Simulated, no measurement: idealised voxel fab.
Process module heading - voxel transistor to metal
The cross-section shown here is cut; it is 205 nm wide and divided into square cells measuring 5 nm on a side.
Cross-section = grid of square cells, listed top down in bands; band = one or more rows. Per band: top height and bottom height in nm, followed by the left-to-right materials and their widths in nm; "everywhere" marks a single material spanning edge to edge, "air" marks empty space. We count height from 0. Below that, the starting wafer is all one material. The lowest band never ends at the bottom but goes on down; see "0 down" for how that is written. Think of "30->40" as a width that walks from the first number to the second as you go down the band, top row to bottom row, taking equal-sized steps from row to row. Step note "remained the same" = no cross-section cell changed. Closed-off voids of 8+ cells (no open route to the top) go in "Closed cavity list", written width x height at distance from the left edge, in nm. Whatever follows a step's settings on its line is a remark the simulator itself makes about that step. "overlay nm" answers the question of how far to the right of plan the mask lay on a step that has a mask, and when it is negative the answer is to the left. From here on the document is pairs. In a pair, the cross-section before one process step comes with the cross-section after it, and the latter goes no deeper than the lowest band that changed. What lies in between, the step and its settings, is written under the pair. A pair may be from a different run of this module on the same starting wafer than the pair above it, so it continues from that pair only where its entry headed "Pre-process cross-section" says so.

Pre-process cross-section:
45 to 35 = W everywhere
35 to 30 = 70 of W, then 30 of TiN, then 5 of W, then 30 of TiN, then 70 of W
30 to 25 = 75 of TiN, then 20 of HfO2, then 5 of TiN, then 5 of W, then 5 of TiN, then 20 of HfO2, then 75 of TiN
25 to 20 = 80 of HfO2, then 10 of SiN, then 5 of HfO2, then 5 of TiN, then 5 of W, then 5 of TiN, then 5 of HfO2, then 10 of SiN, then 80 of HfO2
20 to 10 = 80 of SiO2, then 10 of SiN, then 5 of HfO2, then 5 of TiN, then 5 of W, then 5 of TiN, then 5 of HfO2, then 10 of SiN, then 80 of SiO2
10 to 5 = 40 of SiO2, then 40 of nSi, then 10 of SiN, then 5 of HfO2, then 5 of TiN, then 5 of W, then 5 of TiN, then 5 of HfO2, then 10 of SiN, then 40 of nSi, then 40 of SiO2
5 to 0 = 40 of SiO2, then 40 of nSi, then 10 of SiN, then 5 of HfO2, then 15 of TiN, then 5 of HfO2, then 10 of SiN, then 40 of nSi, then 40 of SiO2
0 to -5 = 40 of SiO2, then 40 of nSi, then 5 of SiO2, then 35 of HfO2, then 5 of SiO2, then 40 of nSi, then 40 of SiO2
-5 to -35 = 55 of SiO2, then 95 of Si, then 55 of SiO2
-35 down = Si everywhere
Closed cavity list: none

Sectional Result:
20 to 10 = 80 of SiO2, then 10 of SiN, then 5 of HfO2, then 5 of TiN, then 5 of W, then 5 of TiN, then 5 of HfO2, then 10 of SiN, then 80 of SiO2
Under 10: no change, same as before.
Closed cavity list: none
The structure goes from the before cross-section above to the after cross-section through CMP with height nm 20

Pre-process cross-section: check the pair just above; its after cross-section is our before state.

Sectional Result:
35 to 20 = SiO2 everywhere
Under 20: no change, same as before.
Closed cavity list: none
The structure goes from the before cross-section above to the after cross-section through DIRECTIONAL_DEP with material SiO2, thk nm 15

Pre-process cross-section: check the pair just above; its after cross-section is our before state.

Sectional Result:
35 to 20 = 55 of SiO2, then 15 of air, then 65 of SiO2, then 15 of air, then 55 of SiO2
20 to 10 = 55 of SiO2, then 15 of air, then 10 of SiO2, then 10 of SiN, then 5 of HfO2, then 5 of TiN, then 5 of W, then 5 of TiN, then 5 of HfO2, then 10 of SiN, then 10 of SiO2, then 15 of air, then 55 of SiO2
Under 10: no change, same as before.
Closed cavity list: none
The structure goes from the before cross-section above to the after cross-section through MASKED_ETCH with tone open, mask id CONTACT, width nm 15, pitch nm 80, etch materials SiO2, depth nm 35, overlay nm 0

Pre-process cross-section: check the pair just above; its after cross-section is our before state.

Sectional Result:
40 to 35 = 60 of TiN, then 5 of air, then 75 of TiN, then 5 of air, then 60 of TiN
35 to 20 = 55 of SiO2, then 5 of TiN, then 5 of air, then 5 of TiN, then 65 of SiO2, then 5 of TiN, then 5 of air, then 5 of TiN, then 55 of SiO2
20 to 15 = 55 of SiO2, then 5 of TiN, then 5 of air, then 5 of TiN, then 10 of SiO2, then 10 of SiN, then 5 of HfO2, then 5 of TiN, then 5 of W, then 5 of TiN, then 5 of HfO2, then 10 of SiN, then 10 of SiO2, then 5 of TiN, then 5 of air, then 5 of TiN, then 55 of SiO2
15 to 10 = 55 of SiO2, then 15 of TiN, then 10 of SiO2, then 10 of SiN, then 5 of HfO2, then 5 of TiN, then 5 of W, then 5 of TiN, then 5 of HfO2, then 10 of SiN, then 10 of SiO2, then 15 of TiN, then 55 of SiO2
Under 10: no change, same as before.
Closed cavity list: none
The structure goes from the before cross-section above to the after cross-section through CONFORMAL_DEP with material TiN, thk nm 5

Pre-process cross-section: check the pair just above; its after cross-section is our before state.

Sectional Result:
45 to 40 = W everywhere
40 to 35 = 60 of TiN, then 5 of W, then 75 of TiN, then 5 of W, then 60 of TiN
35 to 20 = 55 of SiO2, then 5 of TiN, then 5 of W, then 5 of TiN, then 65 of SiO2, then 5 of TiN, then 5 of W, then 5 of TiN, then 55 of SiO2
20 to 15 = 55 of SiO2, then 5 of TiN, then 5 of W, then 5 of TiN, then 10 of SiO2, then 10 of SiN, then 5 of HfO2, then 5 of TiN, then 5 of W, then 5 of TiN, then 5 of HfO2, then 10 of SiN, then 10 of SiO2, then 5 of TiN, then 5 of W, then 5 of TiN, then 55 of SiO2
Under 15: no change, same as before.
Closed cavity list: none
The structure goes from the before cross-section above to the after cross-section through FILL_DEP with material W, thk nm 5

Pre-process cross-section: check the pair just above; its after cross-section is our before state.

Sectional Result:
35 to 20 = 55 of SiO2, then 5 of TiN, then 5 of W, then 5 of TiN, then 65 of SiO2, then 5 of TiN, then 5 of W, then 5 of TiN, then 55 of SiO2
Under 20: no change, same as before.
Closed cavity list: none
The structure goes from the before cross-section above to the after cross-section through CMP with height nm 35

Pre-process cross-section: check the pair just above; its after cross-section is our before state.

Sectional Result:
40 to 35 = TiN everywhere
Under 35: no change, same as before.
Closed cavity list: none
The structure goes from the before cross-section above to the after cross-section through DIRECTIONAL_DEP with material TiN, thk nm 5

Pre-process cross-section: check the pair just above; its after cross-section is our before state.

Sectional Result:
55 to 40 = W everywhere
Under 40: no change, same as before.
Closed cavity list: none
The structure goes from the before cross-section above to the after cross-section through DIRECTIONAL_DEP with material W, thk nm 15

Pre-process cross-section: check the pair just above; its after cross-section is our before state.

Sectional Result:
65 to 55 = aC everywhere
Under 55: no change, same as before.
Closed cavity list: none
The structure goes from the before cross-section above to the after cross-section through DIRECTIONAL_DEP with material aC, thk nm 10

Pre-process cross-section: check the pair just above; its after cross-section is our before state.

Sectional Result:
90 to 65 = 55 of air, then 15 of resist, then 65 of air, then 15 of resist, then 55 of air
Under 65: no change, same as before.
Closed cavity list: none
The structure goes from the before cross-section above to the after cross-section through PATTERN with tone cover, mask id METAL_1, material resist, width nm 15, pitch nm 80, thk nm 25, overlay nm 0

Pre-process cross-section: check the pair just above; its after cross-section is our before state.

Sectional Result:
80 to 65 = 55 of air, then 15 of resist, then 65 of air, then 15 of resist, then 55 of air
65 to 55 = 55 of air, then 15 of aC, then 65 of air, then 15 of aC, then 55 of air
Under 55: no change, same as before.
Closed cavity list: none
The structure goes from the before cross-section above to the after cross-section through DIRECTIONAL_ETCH with etch materials aC, depth nm 10

Pre-process cross-section: check the pair just above; its after cross-section is our before state.

Sectional Result:
65 to 55 = 55 of air, then 15 of aC, then 65 of air, then 15 of aC, then 55 of air
Under 55: no change, same as before.
Closed cavity list: none
The structure goes from the before cross-section above to the after cross-section through STRIP with etch materials resist

Pre-process cross-section: check the pair just above; its after cross-section is our before state.

Sectional Result:
65 to 55 = 55 of air, then 15 of aC, then 65 of air, then 15 of aC, then 55 of air
55 to 40 = 55 of air, then 15 of W, then 65 of air, then 15 of W, then 55 of air
Under 40: no change, same as before.
Closed cavity list: none
The structure goes from the before cross-section above to the after cross-section through DIRECTIONAL_ETCH with etch materials W, depth nm 15

Pre-process cross-section: check the pair just above; its after cross-section is our before state.

Sectional Result:
65 to 55 = 55 of air, then 15 of aC, then 65 of air, then 15 of aC, then 55 of air
55 to 40 = 55 of air, then 15 of W, then 65 of air, then 15 of W, then 55 of air
40 to 35 = 55 of air, then 15 of TiN, then 65 of air, then 15 of TiN, then 55 of air
Under 35: no change, same as before.
Closed cavity list: none
The structure goes from the before cross-section above to the after cross-section through DIRECTIONAL_ETCH with etch materials TiN, depth nm 5

Pre-process cross-section: check the pair just above; its after cross-section is our before state.

Sectional Result:
55 to 40 = 55 of air, then 15 of W, then 65 of air, then 15 of W, then 55 of air
Under 40: no change, same as before.
Closed cavity list: none
The structure goes from the before cross-section above to the after cross-section through STRIP with etch materials aC

Pre-process cross-section: check the pair just above; its after cross-section is our before state.

Sectional Result:
60 to 55 = 50 of air, then 25 of SiCN, then 55 of air, then 25 of SiCN, then 50 of air
55 to 40 = 50 of air, then 5 of SiCN, then 15 of W, then 5 of SiCN, then 55 of air, then 5 of SiCN, then 15 of W, then 5 of SiCN, then 50 of air
40 to 35 = 55 of SiCN, then 15 of TiN, then 65 of SiCN, then 15 of TiN, then 55 of SiCN
Under 35: no change, same as before.
Closed cavity list: none
The structure goes from the before cross-section above to the after cross-section through CONFORMAL_DEP with material SiCN, thk nm 5

Pre-process cross-section: check the pair just above; its after cross-section is our before state.

Sectional Result:
70 to 60 = SiO2 everywhere
60 to 55 = 50 of SiO2, then 25 of SiCN, then 55 of SiO2, then 25 of SiCN, then 50 of SiO2
55 to 40 = 50 of SiO2, then 5 of SiCN, then 15 of W, then 5 of SiCN, then 55 of SiO2, then 5 of SiCN, then 15 of W, then 5 of SiCN, then 50 of SiO2
Under 40: no change, same as before.
Closed cavity list: none
The structure goes from the before cross-section above to the after cross-section through FILL_DEP with material SiO2, thk nm 10

Pre-process cross-section: check the pair just above; its after cross-section is our before state.

Sectional Result:
55 to 40 = 50 of SiO2, then 5 of SiCN, then 15 of W, then 5 of SiCN, then 55 of SiO2, then 5 of SiCN, then 15 of W, then 5 of SiCN, then 50 of SiO2
Under 40: no change, same as before.
Closed cavity list: none
The structure goes from the before cross-section above to the after cross-section through CMP with height nm 55

Pre-process cross-section: check the pair just above; its after cross-section is our before state.

Sectional Result:
60 to 55 = SiCN everywhere
Under 55: no change, same as before.
Closed cavity list: none
The structure goes from the before cross-section above to the after cross-section through CONFORMAL_DEP with material SiCN, thk nm 5

Pre-process cross-section: check the pair just above; its after cross-section is our before state.

Sectional Result:
90 to 60 = SiO2 everywhere
Under 60: no change, same as before.
Closed cavity list: none
The structure goes from the before cross-section above to the after cross-section through DIRECTIONAL_DEP with material SiO2, thk nm 30

Pre-process cross-section: check the pair just above; its after cross-section is our before state.

Sectional Result:
90 to 70 = 55 of SiO2, then 15 of air, then 65 of SiO2, then 15 of air, then 55 of SiO2
Under 70: no change, same as before.
Closed cavity list: none
The structure goes from the before cross-section above to the after cross-section through MASKED_ETCH with tone open, mask id METAL_2, width nm 15, pitch nm 80, etch materials SiO2, depth nm 20, overlay nm 0

Pre-process cross-section: check the pair just above; its after cross-section is our before state.

Sectional Result:
105 to 90 = 55 of aC, then 15 of air, then 65 of aC, then 15 of air, then 55 of aC
90 to 85 = 55 of SiO2, then 15 of air, then 65 of SiO2, then 15 of air, then 55 of SiO2
85 to 70 = 55 of SiO2, then 15 of aC, then 65 of SiO2, then 15 of aC, then 55 of SiO2
Under 70: no change, same as before.
Closed cavity list: none
The structure goes from the before cross-section above to the after cross-section through DIRECTIONAL_DEP with material aC, thk nm 15

Pre-process cross-section: check the pair just above; its after cross-section is our before state.

Sectional Result:
140 to 105 = 55 of resist, then 15 of air, then 65 of resist, then 15 of air, then 55 of resist
Under 105: no change, same as before.
Closed cavity list: none
The structure goes from the before cross-section above to the after cross-section through PATTERN with tone open, mask id METAL_2_HOLES, material resist, width nm 15, pitch nm 80, thk nm 35, overlay nm 0

Pre-process cross-section: check the pair just above; its after cross-section is our before state.

Sectional Result:
125 to 105 = 55 of resist, then 15 of air, then 65 of resist, then 15 of air, then 55 of resist
105 to 90 = 55 of aC, then 15 of air, then 65 of aC, then 15 of air, then 55 of aC
90 to 70 = 55 of SiO2, then 15 of air, then 65 of SiO2, then 15 of air, then 55 of SiO2
Under 70: no change, same as before.
Closed cavity list: none
The structure goes from the before cross-section above to the after cross-section through DIRECTIONAL_ETCH with etch materials aC, depth nm 15

Pre-process cross-section: check the pair just above; its after cross-section is our before state.

Sectional Result:
105 to 90 = 55 of aC, then 15 of air, then 65 of aC, then 15 of air, then 55 of aC
Under 90: no change, same as before.
Closed cavity list: none
The structure goes from the before cross-section above to the after cross-section through STRIP with etch materials resist

Pre-process cross-section: check the pair just above; its after cross-section is our before state.

Sectional Result:
105 to 90 = 55 of aC, then 15 of air, then 65 of aC, then 15 of air, then 55 of aC
90 to 60 = 55 of SiO2, then 15 of air, then 65 of SiO2, then 15 of air, then 55 of SiO2
Under 60: no change, same as before.
Closed cavity list: none
The structure goes from the before cross-section above to the after cross-section through DIRECTIONAL_ETCH with etch materials SiO2, depth nm 10

Pre-process cross-section: check the pair just above; its after cross-section is our before state.

Sectional Result:
105 to 90 = 55 of aC, then 15 of air, then 65 of aC, then 15 of air, then 55 of aC
90 to 60 = 55 of SiO2, then 15 of air, then 65 of SiO2, then 15 of air, then 55 of SiO2
60 to 55 = 55 of SiCN, then 15 of air, then 65 of SiCN, then 15 of air, then 55 of SiCN
Under 55: no change, same as before.
Closed cavity list: none
The structure goes from the before cross-section above to the after cross-section through DIRECTIONAL_ETCH with etch materials SiCN, depth nm 5

Pre-process cross-section: check the pair just above; its after cross-section is our before state.

Sectional Result:
90 to 60 = 55 of SiO2, then 15 of air, then 65 of SiO2, then 15 of air, then 55 of SiO2
Under 60: no change, same as before.
Closed cavity list: none
The structure goes from the before cross-section above to the after cross-section through STRIP with etch materials aC

Pre-process cross-section: check the pair just above; its after cross-section is our before state.

Sectional Result:
95 to 90 = 60 of TiN, then 5 of air, then 75 of TiN, then 5 of air, then 60 of TiN
90 to 60 = 55 of SiO2, then 5 of TiN, then 5 of air, then 5 of TiN, then 65 of SiO2, then 5 of TiN, then 5 of air, then 5 of TiN, then 55 of SiO2
60 to 55 = 55 of SiCN, then 15 of TiN, then 65 of SiCN, then 15 of TiN, then 55 of SiCN
Under 55: no change, same as before.
Closed cavity list: none
The structure goes from the before cross-section above to the after cross-section through CONFORMAL_DEP with material TiN, thk nm 5

Pre-process cross-section: check the pair just above; its after cross-section is our before state.

Sectional Result:
100 to 95 = Cu everywhere
95 to 90 = 60 of TiN, then 5 of Cu, then 75 of TiN, then 5 of Cu, then 60 of TiN
90 to 60 = 55 of SiO2, then 5 of TiN, then 5 of Cu, then 5 of TiN, then 65 of SiO2, then 5 of TiN, then 5 of Cu, then 5 of TiN, then 55 of SiO2
Under 60: no change, same as before.
Closed cavity list: none
The structure goes from the before cross-section above to the after cross-section through FILL_DEP with material Cu, thk nm 5

Pre-process cross-section: check the pair just above; its after cross-section is our before state.

Sectional Result:
90 to 60 = 55 of SiO2, then 5 of TiN, then 5 of Cu, then 5 of TiN, then 65 of SiO2, then 5 of TiN, then 5 of Cu, then 5 of TiN, then 55 of SiO2
Under 60: no change, same as before.
Closed cavity list: none
The structure goes from the before cross-section above to the after cross-section through CMP with height nm 90

Pre-process cross-section: check the pair just above; its after cross-section is our before state.

Sectional Result:
95 to 90 = SiCN everywhere
Under 90: no change, same as before.
Closed cavity list: none
The structure goes from the before cross-section above to the after cross-section through CONFORMAL_DEP with material SiCN, thk nm 5

Pre-process cross-section:
20 to 5 = SiN everywhere
5 to 0 = SiO2 everywhere
0 down = Si everywhere
Closed cavity list: none

Sectional Result:
40 to 20 = 50 of air, then 110 of resist, then 45 of air
Under 20: no change, same as before.
Closed cavity list: none
The structure goes from the before cross-section above to the after cross-section through PATTERN with tone cover, mask id ACTIVE, material resist, width nm 110, thk nm 20, overlay nm 0

Pre-process cross-section: check the pair just above; its after cross-section is our before state.

Sectional Result:
40 to 20 = 50 of air, then 110 of resist, then 45 of air
20 to 5 = 50 of air, then 110 of SiN, then 45 of air
Under 5: no change, same as before.
Closed cavity list: none
The structure goes from the before cross-section above to the after cross-section through DIRECTIONAL_ETCH with etch materials SiN, depth nm 15

Pre-process cross-section: check the pair just above; its after cross-section is our before state.

Sectional Result:
40 to 20 = 50 of air, then 110 of resist, then 45 of air
20 to 5 = 50 of air, then 110 of SiN, then 45 of air
5 to 0 = 50 of air, then 110 of SiO2, then 45 of air
Under 0: no change, same as before.
Closed cavity list: none
The structure goes from the before cross-section above to the after cross-section through DIRECTIONAL_ETCH with etch materials SiO2, depth nm 5

Pre-process cross-section: check the pair just above; its after cross-section is our before state.

Sectional Result:
40 to 20 = 50 of air, then 110 of resist, then 45 of air
20 to 5 = 50 of air, then 110 of SiN, then 45 of air
5 to 0 = 50 of air, then 110 of SiO2, then 45 of air
0 to -30 = 50 of air, then 110 of Si, then 45 of air
Under -30: no change, same as before.
Closed cavity list: none
The structure goes from the before cross-section above to the after cross-section through DIRECTIONAL_ETCH with etch materials Si, depth nm 30

Pre-process cross-section: check the pair just above; its after cross-section is our before state.

Sectional Result:
20 to 5 = 50 of air, then 110 of SiN, then 45 of air
Under 5: no change, same as before.
Closed cavity list: none
The structure goes from the before cross-section above to the after cross-section through STRIP with etch materials resist

Pre-process cross-section: check the pair just above; its after cross-section is our before state.

Sectional Result:
20 to 5 = 50 of air, then 110 of SiN, then 45 of air
5 to 0 = 50 of air, then 110 of SiO2, then 45 of air
0 to -30 = 50 of air, then 5 of SiO2, then 100 of Si, then 5 of SiO2, then 45 of air
-30 to -35 = 55 of SiO2, then 100 of Si, then 50 of SiO2
Under -35: no change, same as before.
Closed cavity list: none
The structure goes from the before cross-section above to the after cross-section through OXIDIZE with depth nm 5

Pre-process cross-section: check the pair just above; its after cross-section is our before state.

Sectional Result:
35 to 20 = SiO2 everywhere
20 to 5 = 50 of SiO2, then 110 of SiN, then 45 of SiO2
5 to 0 = SiO2 everywhere
0 to -35 = 55 of SiO2, then 100 of Si, then 50 of SiO2
Under -35: no change, same as before.
Closed cavity list: none
The structure goes from the before cross-section above to the after cross-section through FILL_DEP with material SiO2, thk nm 15

Pre-process cross-section: check the pair just above; its after cross-section is our before state.

Sectional Result:
20 to 5 = 50 of SiO2, then 110 of SiN, then 45 of SiO2
Under 5: no change, same as before.
Closed cavity list: none
The structure goes from the before cross-section above to the after cross-section through CMP with height nm 20

Pre-process cross-section: check the pair just above; its after cross-section is our before state.

Sectional Result:
20 to 5 = 50 of air, then 110 of SiN, then 45 of air
Under 5: no change, same as before.
Closed cavity list: none
The structure goes from the before cross-section above to the after cross-section through SELECTIVE_ETCH with etch materials SiO2, depth nm 15

Pre-process cross-section: check the pair just above; its after cross-section is our before state.

Sectional Result:
5 to 0 = SiO2 everywhere
Under 0: no change, same as before.
Closed cavity list: none
The structure goes from the before cross-section above to the after cross-section through STRIP with etch materials SiN

Pre-process cross-section: check the pair just above; its after cross-section is our before state.

Sectional Result:
0 to -35 = 55 of SiO2, then 100 of Si, then 50 of SiO2
Under -35: no change, same as before.
Closed cavity list: none
The structure goes from the before cross-section above to the after cross-section through SELECTIVE_ETCH with etch materials SiO2, depth nm 5

Pre-process cross-section: check the pair just above; its after cross-section is our before state.

Sectional Result:
0 to -5 = SiO2 everywhere
Under -5: no change, same as before.
Closed cavity list: none
The structure goes from the before cross-section above to the after cross-section through OXIDIZE with depth nm 5

Pre-process cross-section: check the pair just above; its after cross-section is our before state.

Sectional Result:
25 to 0 = polySi everywhere
Under 0: no change, same as before.
Closed cavity list: none
The structure goes from the before cross-section above to the after cross-section through DIRECTIONAL_DEP with material polySi, thk nm 25

Pre-process cross-section: check the pair just above; its after cross-section is our before state.

Sectional Result:
35 to 25 = SiCN everywhere
Under 25: no change, same as before.
Closed cavity list: none
The structure goes from the before cross-section above to the after cross-section through DIRECTIONAL_DEP with material SiCN, thk nm 10

Pre-process cross-section: check the pair just above; its after cross-section is our before state.

Sectional Result:
50 to 35 = 90 of air, then 25 of resist, then 90 of air
Under 35: no change, same as before.
Closed cavity list: none
The structure goes from the before cross-section above to the after cross-section through PATTERN with tone cover, mask id GATE, material resist, width nm 25, thk nm 15, overlay nm 0

Pre-process cross-section: check the pair just above; its after cross-section is our before state.

Sectional Result:
50 to 35 = 90 of air, then 25 of resist, then 90 of air
35 to 25 = 90 of air, then 25 of SiCN, then 90 of air
Under 25: no change, same as before.
Closed cavity list: none
The structure goes from the before cross-section above to the after cross-section through DIRECTIONAL_ETCH with etch materials SiCN, depth nm 20

Pre-process cross-section: check the pair just above; its after cross-section is our before state.

Sectional Result:
50 to 35 = 90 of air, then 25 of resist, then 90 of air
35 to 25 = 90 of air, then 25 of SiCN, then 90 of air
25 to 0 = 90 of air, then 25 of polySi, then 90 of air
Under 0: no change, same as before.
Closed cavity list: none
The structure goes from the before cross-section above to the after cross-section through DIRECTIONAL_ETCH with etch materials polySi, depth nm 35

Pre-process cross-section: check the pair just above; its after cross-section is our before state.

Sectional Result:
35 to 25 = 90 of air, then 25 of SiCN, then 90 of air
Under 25: no change, same as before.
Closed cavity list: none
The structure goes from the before cross-section above to the after cross-section through STRIP with etch materials resist

Pre-process cross-section: check the pair just above; its after cross-section is our before state.

Sectional Result:
45 to 35 = 80 of air, then 45 of SiN, then 80 of air
35 to 25 = 80 of air, then 10 of SiN, then 25 of SiCN, then 10 of SiN, then 80 of air
25 to 10 = 80 of air, then 10 of SiN, then 25 of polySi, then 10 of SiN, then 80 of air
10 to 0 = 90 of SiN, then 25 of polySi, then 90 of SiN
Under 0: no change, same as before.
Closed cavity list: none
The structure goes from the before cross-section above to the after cross-section through CONFORMAL_DEP with material SiN, thk nm 10

Pre-process cross-section: check the pair just above; its after cross-section is our before state.

Sectional Result:
35 to 25 = 80 of air, then 10 of SiN, then 25 of SiCN, then 10 of SiN, then 80 of air
25 to 0 = 80 of air, then 10 of SiN, then 25 of polySi, then 10 of SiN, then 80 of air
Under 0: no change, same as before.
Closed cavity list: none
The structure goes from the before cross-section above to the after cross-section through DIRECTIONAL_ETCH with etch materials SiN, depth nm 10

Pre-process cross-section: check the pair just above; its after cross-section is our before state.

Sectional Result:
35 to 25 = 80 of air, then 10 of SiN, then 25 of SiCN, then 10 of SiN, then 80 of air
25 to 0 = 80 of air, then 10 of SiN, then 25 of polySi, then 10 of SiN, then 80 of air
0 to -5 = 80 of air, then 45 of SiO2, then 80 of air
Under -5: no change, same as before.
Closed cavity list: none
The structure goes from the before cross-section above to the after cross-section through DIRECTIONAL_ETCH with etch materials SiO2, depth nm 5

Pre-process cross-section: check the pair just above; its after cross-section is our before state.

Sectional Result:
35 to 25 = 80 of air, then 10 of SiN, then 25 of SiCN, then 10 of SiN, then 80 of air
25 to 0 = 80 of air, then 10 of SiN, then 25 of polySi, then 10 of SiN, then 80 of air
0 to -5 = 50 of air, then 30 of nSi, then 45 of SiO2, then 35 of nSi, then 45 of air
Under -5: no change, same as before.
Closed cavity list: none
The structure goes from the before cross-section above to the after cross-section through EPI with material nSi, thk nm 5

Pre-process cross-section: check the pair just above; its after cross-section is our before state.

Sectional Result:
45 to 35 = SiO2 everywhere
35 to 25 = 80 of SiO2, then 10 of SiN, then 25 of SiCN, then 10 of SiN, then 80 of SiO2
25 to 0 = 80 of SiO2, then 10 of SiN, then 25 of polySi, then 10 of SiN, then 80 of SiO2
0 to -5 = 50 of SiO2, then 30 of nSi, then 45 of SiO2, then 35 of nSi, then 45 of SiO2
Under -5: no change, same as before.
Closed cavity list: none
The structure goes from the before cross-section above to the after cross-section through FILL_DEP with material SiO2, thk nm 10

Pre-process cross-section: check the pair just above; its after cross-section is our before state.

Sectional Result:
25 to 0 = 80 of SiO2, then 10 of SiN, then 25 of polySi, then 10 of SiN, then 80 of SiO2
Under 0: no change, same as before.
Closed cavity list: none
The structure goes from the before cross-section above to the after cross-section through CMP with height nm 25

Pre-process cross-section: check the pair just above; its after cross-section is our before state.

Sectional Result:
25 to 0 = 80 of SiO2, then 10 of SiN, then 25 of air, then 10 of SiN, then 80 of SiO2
Under 0: no change, same as before.
Closed cavity list: none
The structure goes from the before cross-section above to the after cross-section through STRIP with etch materials polySi

Pre-process cross-section: check the pair just above; its after cross-section is our before state.

Sectional Result:
25 to 20 = 80 of air, then 10 of SiN, then 25 of air, then 10 of SiN, then 80 of air
20 to 0 = 80 of SiO2, then 10 of SiN, then 25 of air, then 10 of SiN, then 80 of SiO2
0 to -5 = 50 of SiO2, then 30 of nSi, then 5 of SiO2, then 35 of air, then 5 of SiO2, then 35 of nSi, then 45 of SiO2
Under -5: no change, same as before.
Closed cavity list: none
The structure goes from the before cross-section above to the after cross-section through SELECTIVE_ETCH with etch materials SiO2, depth nm 5

Pre-process cross-section: check the pair just above; its after cross-section is our before state.

Sectional Result:
30 to 25 = 75 of air, then 20 of HfO2, then 15 of air, then 20 of HfO2, then 75 of air
25 to 20 = 80 of HfO2, then 10 of SiN, then 5 of HfO2, then 15 of air, then 5 of HfO2, then 10 of SiN, then 80 of HfO2
20 to 0 = 80 of SiO2, then 10 of SiN, then 5 of HfO2, then 15 of air, then 5 of HfO2, then 10 of SiN, then 80 of SiO2
0 to -5 = 50 of SiO2, then 30 of nSi, then 5 of SiO2, then 35 of HfO2, then 5 of SiO2, then 35 of nSi, then 45 of SiO2
Under -5: no change, same as before.
Closed cavity list: none
The structure goes from the before cross-section above to the after cross-section through CONFORMAL_DEP with material HfO2, thk nm 5

Pre-process cross-section: check the pair just above; its after cross-section is our before state.

Sectional Result:
35 to 30 = 70 of air, then 30 of TiN, then 5 of air, then 30 of TiN, then 70 of air
30 to 25 = 75 of TiN, then 20 of HfO2, then 5 of TiN, then 5 of air, then 5 of TiN, then 20 of HfO2, then 75 of TiN
25 to 20 = 80 of HfO2, then 10 of SiN, then 5 of HfO2, then 5 of TiN, then 5 of air, then 5 of TiN, then 5 of HfO2, then 10 of SiN, then 80 of HfO2
20 to 5 = 80 of SiO2, then 10 of SiN, then 5 of HfO2, then 5 of TiN, then 5 of air, then 5 of TiN, then 5 of HfO2, then 10 of SiN, then 80 of SiO2
5 to 0 = 80 of SiO2, then 10 of SiN, then 5 of HfO2, then 15 of TiN, then 5 of HfO2, then 10 of SiN, then 80 of SiO2
Under 0: no change, same as before.
Closed cavity list: none
The structure goes from the before cross-section above to the after cross-section through CONFORMAL_DEP with material TiN, thk nm 5

Pre-process cross-section: check the pair just above; its after cross-section is our before state.

Sectional Result:
45 to 35 = W everywhere
35 to 30 = 70 of W, then 30 of TiN, then 5 of W, then 30 of TiN, then 70 of W
30 to 25 = 75 of TiN, then 20 of HfO2, then 5 of TiN, then 5 of W, then 5 of TiN, then 20 of HfO2, then 75 of TiN
25 to 20 = 80 of HfO2, then 10 of SiN, then 5 of HfO2, then 5 of TiN, then 5 of W, then 5 of TiN, then 5 of HfO2, then 10 of SiN, then 80 of HfO2
20 to 5 = 80 of SiO2, then 10 of SiN, then 5 of HfO2, then 5 of TiN, then 5 of W, then 5 of TiN, then 5 of HfO2, then 10 of SiN, then 80 of SiO2
Under 5: no change, same as before.
Closed cavity list: none
The structure goes from the before cross-section above to the after cross-section through FILL_DEP with material W, thk nm 10

Pre-process cross-section: check the pair just above; its after cross-section is our before state.

Sectional Result:
20 to 5 = 80 of SiO2, then 10 of SiN, then 5 of HfO2, then 5 of TiN, then 5 of W, then 5 of TiN, then 5 of HfO2, then 10 of SiN, then 80 of SiO2
Under 5: no change, same as before.
Closed cavity list: none
The structure goes from the before cross-section above to the after cross-section through CMP with height nm 20

Pre-process cross-section: check the pair just above; its after cross-section is our before state.

Sectional Result:
35 to 20 = SiO2 everywhere
Under 20: no change, same as before.
Closed cavity list: none
The structure goes from the before cross-section above to the after cross-section through DIRECTIONAL_DEP with material SiO2, thk nm 15

Pre-process cross-section: check the pair just above; its after cross-section is our before state.

Sectional Result:
35 to 20 = 55 of SiO2, then 15 of air, then 65 of SiO2, then 15 of air, then 55 of SiO2
20 to 5 = 55 of SiO2, then 15 of air, then 10 of SiO2, then 10 of SiN, then 5 of HfO2, then 5 of TiN, then 5 of W, then 5 of TiN, then 5 of HfO2, then 10 of SiN, then 10 of SiO2, then 15 of air, then 55 of SiO2
5 to 0 = 55 of SiO2, then 15 of air, then 10 of SiO2, then 10 of SiN, then 5 of HfO2, then 15 of TiN, then 5 of HfO2, then 10 of SiN, then 10 of SiO2, then 15 of air, then 55 of SiO2
Under 0: no change, same as before.
Closed cavity list: none
The structure goes from the before cross-section above to the after cross-section through MASKED_ETCH with tone open, mask id CONTACT, width nm 15, pitch nm 80, etch materials SiO2, depth nm 35, overlay nm 0

Pre-process cross-section: check the pair just above; its after cross-section is our before state.

Sectional Result:
40 to 35 = 60 of TiN, then 5 of air, then 75 of TiN, then 5 of air, then 60 of TiN
35 to 20 = 55 of SiO2, then 5 of TiN, then 5 of air, then 5 of TiN, then 65 of SiO2, then 5 of TiN, then 5 of air, then 5 of TiN, then 55 of SiO2
20 to 5 = 55 of SiO2, then 5 of TiN, then 5 of air, then 5 of TiN, then 10 of SiO2, then 10 of SiN, then 5 of HfO2, then 5 of TiN, then 5 of W, then 5 of TiN, then 5 of HfO2, then 10 of SiN, then 10 of SiO2, then 5 of TiN, then 5 of air, then 5 of TiN, then 55 of SiO2
5 to 0 = 55 of SiO2, then 15 of TiN, then 10 of SiO2, then 10 of SiN, then 5 of HfO2, then 15 of TiN, then 5 of HfO2, then 10 of SiN, then 10 of SiO2, then 15 of TiN, then 55 of SiO2
Under 0: no change, same as before.
Closed cavity list: none
The structure goes from the before cross-section above to the after cross-section through CONFORMAL_DEP with material TiN, thk nm 5
